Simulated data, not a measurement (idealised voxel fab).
Herein follows the process module entitled voxel capacitor over wiring.
Cross-sectional view cut (width: 260 nm; square cell size: 5 nm).
Heads up, the way a cross-section reads in here is a grid of square cells, handed over as bands from the top down, with every band being one or more rows of cells.
Within each band entry, the heights of the top and of the bottom of the band appear first, in that order and in nm; the materials of the band then follow from left to right, each with its corresponding width in nm. The designation "everywhere" on a single material indicates that it fills the band from edge to edge; the designation "empty" indicates empty space.
Below 0: as-received wafer, all one material; heights counted from there. Lowest band: no bottom, goes on down, written "top 0, no bottom".
Graded width ("30..40"): value in top row of band = first number; value in bottom row = second number; row-to-row change constant.
Step note "nothing was modified" = no cross-section cell changed.
In "Completely enclosed voids" the enclosed voids are listed, meaning empty spaces of 8 cells or larger without any opening to the top. The form is width x height at distance, distance from the left edge, units nm.
What comes after the settings on a step's line is commentary from the simulator itself on that step.
The optional step-line setting "overlay nm" applies to steps with a mask and quantifies how far to the right of its planned location the mask lay, a negative value indicating leftward placement.

## Steps in the process plan
1) RECEIVE: material Si
2) CONFORMAL_DEP: material SiO2, thk nm 15
3) CONFORMAL_DEP: material SiCN, thk nm 5
4) DIRECTIONAL_DEP: material lowk, thk nm 25
5) DIRECTIONAL_DEP: material aC, thk nm 10
6) PATTERN: tone open, mask id METAL_1, material resist, width nm 20, pitch nm 80, thk nm 30, overlay nm 0
7) DIRECTIONAL_ETCH: etch materials aC, depth nm 10
8) STRIP: etch materials resist
9) DIRECTIONAL_ETCH: etch materials lowk, depth nm 25
10) DIRECTIONAL_ETCH: etch materials SiCN, depth nm 5
11) STRIP: etch materials aC
12) CONFORMAL_DEP: material TiN, thk nm 5
13) FILL_DEP: material Ru, thk nm 5
14) CMP: height nm 45
15) EPI: material Ru, thk nm 5
16) FILL_DEP: material SiCN, thk nm 5
17) DIRECTIONAL_DEP: material SiO2, thk nm 20
18) MASKED_ETCH: tone open, mask id PLUG_1, width nm 15, etch materials SiO2, depth nm 20, overlay nm 0
19) MASKED_ETCH: tone open, mask id PLUG_1, width nm 15, etch materials SiCN, depth nm 5, overlay nm 0
20) CONFORMAL_DEP: material TiN, thk nm 5
21) FILL_DEP: material W, thk nm 10
22) CMP: height nm 75
23) DIRECTIONAL_DEP: material TiN, thk nm 5
24) DIRECTIONAL_DEP: material Al2O3, thk nm 5
25) DIRECTIONAL_DEP: material TiN, thk nm 10
26) PATTERN: tone cover, mask id UPPER_PLATE, material resist, width nm 65, thk nm 15, overlay nm 0
27) DIRECTIONAL_ETCH: etch materials TiN, depth nm 10
28) DIRECTIONAL_ETCH: etch materials Al2O3, depth nm 5
29) STRIP: etch materials resist
30) PATTERN: tone cover, mask id LOWER_PLATE, material resist, width nm 75, thk nm 15, overlay nm 0
31) DIRECTIONAL_ETCH: etch materials TiN, depth nm 5
32) STRIP: etch materials resist
33) FILL_DEP: material SiO2, thk nm 20
34) CMP: height nm 110
35) PATTERN: tone open, mask id PLUG_2, material resist, width nm 15, thk nm 15, overlay nm 0
36) DIRECTIONAL_ETCH: etch materials SiO2, depth nm 15
37) STRIP: etch materials resist
38) CONFORMAL_DEP: material TiN, thk nm 5
39) FILL_DEP: material Ru, thk nm 10
40) CMP: height nm 110
41) CONFORMAL_DEP: material SiCN, thk nm 5

## So this is the incoming wafer in cross-section - it's already been through step 1
top 0, no bottom | Si everywhere
Completely enclosed voids: none

## Wafer cross-section at module end: first of two, run to plan
top 115, bottom 110 | SiCN everywhere
top 110, bottom 100 | 95 of SiO2  5 of TiN  5 of Ru  5 of TiN  150 of SiO2
top 100, bottom 95 | 95 of SiO2  15 of TiN  150 of SiO2
top 95, bottom 85 | 85 of SiO2  65 of TiN  110 of SiO2
top 85, bottom 80 | 85 of SiO2  65 of Al2O3  110 of SiO2
top 80, bottom 75 | 80 of SiO2  75 of TiN  105 of SiO2
top 75, bottom 55 | 85 of SiO2  5 of TiN  5 of W  5 of TiN  160 of SiO2
top 55, bottom 50 | 85 of SiCN  15 of TiN  160 of SiCN
top 50, bottom 45 | 75 of SiCN  30 of Ru  50 of SiCN  30 of Ru  75 of SiCN
top 45, bottom 20 | 80 of lowk  5 of TiN  10 of Ru  5 of TiN  60 of lowk  5 of TiN  10 of Ru  5 of TiN  80 of lowk
top 20, bottom 15 | 80 of SiCN  20 of TiN  60 of SiCN  20 of TiN  80 of SiCN
top 15, bottom 0 | SiO2 everywhere
top 0, no bottom | Si everywhere
Completely enclosed voids: none

## Cross-sectional view: second of two wafers, end of module; start and plan identical to the first, one mistake in running
top 115, bottom 110 | SiCN everywhere
top 110, bottom 100 | 95 of SiO2  5 of TiN  5 of Ru  5 of TiN  150 of SiO2
top 100, bottom 95 | 95 of SiO2  15 of TiN  150 of SiO2
top 95, bottom 85 | 85 of SiO2  65 of TiN  110 of SiO2
top 85, bottom 80 | 85 of SiO2  65 of Al2O3  110 of SiO2
top 80, bottom 75 | 80 of SiO2  75 of TiN  105 of SiO2
top 75, bottom 55 | 85 of SiO2  5 of TiN  5 of W  5 of TiN  160 of SiO2
top 55, bottom 50 | 85 of SiCN  15 of TiN  160 of SiCN
top 50, bottom 45 | 75 of SiCN  30 of Ru  50 of SiCN  30 of Ru  75 of SiCN
top 45, bottom 30 | 80 of lowk  5 of TiN  10 of Ru  5 of TiN  60 of lowk  5 of TiN  10 of Ru  5 of TiN  80 of lowk
top 30, bottom 25 | 80 of SiCN  20 of TiN  60 of SiCN  20 of TiN  80 of SiCN
top 25, bottom 0 | SiO2 everywhere
top 0, no bottom | Si everywhere
Completely enclosed voids: none
What broke from the plan during processing? it should be noted that step 2 was executed with settings other than those planned, the operation and settings actually applied being CONFORMAL_DEP: material SiO2, thk nm 25
End of process, cell counts, second wafer against first, materials with more or fewer: 8 fewer of Ru | 104 more of SiO2 | 8 fewer of TiN | 88 fewer of lowk
